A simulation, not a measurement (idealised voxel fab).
Title: Process Module voxel self aligned vias
For reference, the cross-section in this document is cut, with width 175 nm and square cells of 5 nm.
Each cross-section below is a grid of square cells, stated as bands in top-down order, with one or more rows of cells making up each band.
For a band, the entry starts with two heights in nm, that of the top and then that of the bottom, and carries on with the band's materials in order from left to right, each alongside its width in nm; the word "all across" beside a single material means it fills the band edge to edge, and "empty" means empty space.
Height is counted from the level 0, under which the received wafer is composed throughout of one material. The lowest of the bands is not closed at the bottom but continues downward, in the notation "0 and below".
Top row gets the first number, bottom row gets the second, and each row in between changes by the same step: that is how a band width like "30 to 40" works.
When a step is marked "no change occurred", none of the cells in the cross-section changed during that step.
Entry "Closed void register" = empty spaces >= 8 cells with no open way to the top; each as width x height at distance, distance from left edge, all nm.
Anything after a step's settings on that line? It's the simulator's own note about the step.
You can add "overlay nm" to a step's line. For a step with a mask, it describes how far the mask lay to the right of its planned position, and a negative number describes a lay to the left.

The following list gives the planned process steps
1) RECEIVE | material Si
2) CONFORMAL_DEP | material SiO2 | thk nm 10
3) CONFORMAL_DEP | material SiCN | thk nm 5
4) DIRECTIONAL_DEP | material lowk | thk nm 25
5) MASKED_ETCH | tone open | mask id LINES | width nm 30 | pitch nm 75 | etch materials lowk | depth nm 25 | overlay nm 0
6) CONFORMAL_DEP | material TiN | thk nm 5
7) FILL_DEP | material Ru | thk nm 10
8) CMP | height nm 40
9) SELECTIVE_ETCH | etch materials W Ru TiN | depth nm 10
10) FILL_DEP | material SiN | thk nm 10
11) CMP | height nm 40
12) DIRECTIONAL_DEP | material lowk | thk nm 20
13) MASKED_ETCH | tone open | mask id VIAS | width nm 50 | etch materials lowk | depth nm 20 | overlay nm 0
14) MASKED_ETCH | tone open | mask id VIAS | width nm 50 | etch materials SiN | depth nm 10 | overlay nm 0
15) CONFORMAL_DEP | material TiN | thk nm 5
16) FILL_DEP | material Cu | thk nm 5
17) CMP | height nm 60
18) CONFORMAL_DEP | material SiN | thk nm 5

First of two wafers, with the run carried out as planned

As received (post step 1): cross-section
- 0 and below  Si all across
- Closed void register: none

Step 2 complete: cross-section through the wafer
- 10 down to 0  SiO2 all across
- Rest of section, below 0: as before.

Step 3 complete: cross-section through the wafer
- 15 down to 10  SiCN all across
- Rest of section, below 10: as before.

Step 4 complete: cross-section through the wafer
- 40 down to 15  lowk all across
- Rest of section, below 15: as before.

Step 5 complete: cross-section through the wafer
- 40 down to 15  35 of lowk, 30 of empty, 45 of lowk, 30 of empty, 35 of lowk
- Rest of section, below 15: as before.

Step 6 complete: cross-section through the wafer
- 45 down to 40  40 of TiN, 20 of empty, 55 of TiN, 20 of empty, 40 of TiN
- 40 down to 20  35 of lowk, 5 of TiN, 20 of empty, 5 of TiN, 45 of lowk, 5 of TiN, 20 of empty, 5 of TiN, 35 of lowk
- 20 down to 15  35 of lowk, 30 of TiN, 45 of lowk, 30 of TiN, 35 of lowk
- Rest of section, below 15: as before.

Step 7 complete: cross-section through the wafer
- 55 down to 45  Ru all across
- 45 down to 40  40 of TiN, 20 of Ru, 55 of TiN, 20 of Ru, 40 of TiN
- 40 down to 20  35 of lowk, 5 of TiN, 20 of Ru, 5 of TiN, 45 of lowk, 5 of TiN, 20 of Ru, 5 of TiN, 35 of lowk
- Rest of section, below 20: as before.

Step 8 complete: cross-section through the wafer
- 40 down to 20  35 of lowk, 5 of TiN, 20 of Ru, 5 of TiN, 45 of lowk, 5 of TiN, 20 of Ru, 5 of TiN, 35 of lowk
- Rest of section, below 20: as before.

Step 9 complete: cross-section through the wafer
- 40 down to 30  35 of lowk, 30 of empty, 45 of lowk, 30 of empty, 35 of lowk
- Rest of section, below 30: as before.

Step 10 complete: cross-section through the wafer
- 50 down to 40  SiN all across
- 40 down to 30  35 of lowk, 30 of SiN, 45 of lowk, 30 of SiN, 35 of lowk
- Rest of section, below 30: as before.

Step 11 complete: cross-section through the wafer
- 40 down to 30  35 of lowk, 30 of SiN, 45 of lowk, 30 of SiN, 35 of lowk
- Rest of section, below 30: as before.

Step 12 complete: cross-section through the wafer
- 60 down to 40  lowk all across
- Rest of section, below 40: as before.

Step 13 complete: cross-section through the wafer
- 60 down to 40  25 of lowk, 50 of empty, 100 of lowk
- Rest of section, below 40: as before.

Step 14 complete: cross-section through the wafer
- 60 down to 40  25 of lowk, 50 of empty, 100 of lowk
- 40 down to 30  35 of lowk, 30 of empty, 45 of lowk, 30 of SiN, 35 of lowk
- Rest of section, below 30: as before.

Step 15 complete: cross-section through the wafer
- 65 down to 60  30 of TiN, 40 of empty, 105 of TiN
- 60 down to 45  25 of lowk, 5 of TiN, 40 of empty, 5 of TiN, 100 of lowk
- 45 down to 40  25 of lowk, 15 of TiN, 20 of empty, 15 of TiN, 100 of lowk
- 40 down to 35  35 of lowk, 5 of TiN, 20 of empty, 5 of TiN, 45 of lowk, 30 of SiN, 35 of lowk
- 35 down to 30  35 of lowk, 30 of TiN, 45 of lowk, 30 of SiN, 35 of lowk
- Rest of section, below 30: as before.

Step 16 complete: cross-section through the wafer
- 70 down to 65  Cu all across
- 65 down to 60  30 of TiN, 40 of Cu, 105 of TiN
- 60 down to 45  25 of lowk, 5 of TiN, 40 of Cu, 5 of TiN, 100 of lowk
- 45 down to 40  25 of lowk, 15 of TiN, 20 of Cu, 15 of TiN, 100 of lowk
- 40 down to 35  35 of lowk, 5 of TiN, 20 of Cu, 5 of TiN, 45 of lowk, 30 of SiN, 35 of lowk
- Rest of section, below 35: as before.

Step 17 complete: cross-section through the wafer
- 60 down to 45  25 of lowk, 5 of TiN, 40 of Cu, 5 of TiN, 100 of lowk
- Rest of section, below 45: as before.

Step 18 complete: cross-section through the wafer
- 65 down to 60  SiN all across
- Rest of section, below 60: as before.

Wafer two. Same start, same plan, one slip in execution. Same as wafer one through step 12, inclusive

Second wafer cross-section, taken as of the time the plan sets for step 13 to be done
- 60 down to 40  30 of lowk, 40 of empty, 105 of lowk
- Rest of section, below 40: as before.

Second wafer cross-section, taken as of the time the plan sets for step 14 to be done
- 60 down to 40  30 of lowk, 40 of empty, 105 of lowk
- 40 down to 30  35 of lowk, 30 of empty, 45 of lowk, 30 of SiN, 35 of lowk
- Rest of section, below 30: as before.

Second wafer cross-section, taken as of the time the plan sets for step 15 to be done
- 65 down to 60  35 of TiN, 30 of empty, 110 of TiN
- 60 down to 45  30 of lowk, 5 of TiN, 30 of empty, 5 of TiN, 105 of lowk
- 45 down to 40  30 of lowk, 10 of TiN, 20 of empty, 10 of TiN, 105 of lowk
- 40 down to 35  35 of lowk, 5 of TiN, 20 of empty, 5 of TiN, 45 of lowk, 30 of SiN, 35 of lowk
- 35 down to 30  35 of lowk, 30 of TiN, 45 of lowk, 30 of SiN, 35 of lowk
- Rest of section, below 30: as before.

Second wafer cross-section, taken as of the time the plan sets for step 16 to be done
- 70 down to 65  Cu all across
- 65 down to 60  35 of TiN, 30 of Cu, 110 of TiN
- 60 down to 45  30 of lowk, 5 of TiN, 30 of Cu, 5 of TiN, 105 of lowk
- 45 down to 40  30 of lowk, 10 of TiN, 20 of Cu, 10 of TiN, 105 of lowk
- 40 down to 35  35 of lowk, 5 of TiN, 20 of Cu, 5 of TiN, 45 of lowk, 30 of SiN, 35 of lowk
- Rest of section, below 35: as before.

Second wafer cross-section, taken as of the time the plan sets for step 17 to be done
- 60 down to 45  30 of lowk, 5 of TiN, 30 of Cu, 5 of TiN, 105 of lowk
- Rest of section, below 45: as before.

Second wafer cross-section, taken as of the time the plan sets for step 18 to be done
- 65 down to 60  SiN all across
- Rest of section, below 60: as before.
Here's what went sideways: step 13 ran differently from the plan; actual operation with settings: MASKED_ETCH | tone open | mask id VIAS | width nm 40 | etch materials lowk | depth nm 20 | overlay nm 0
The closing comparison, in cells, has the second wafer with more or fewer of some materials than the first: -6 Cu | -2 TiN | +8 lowk
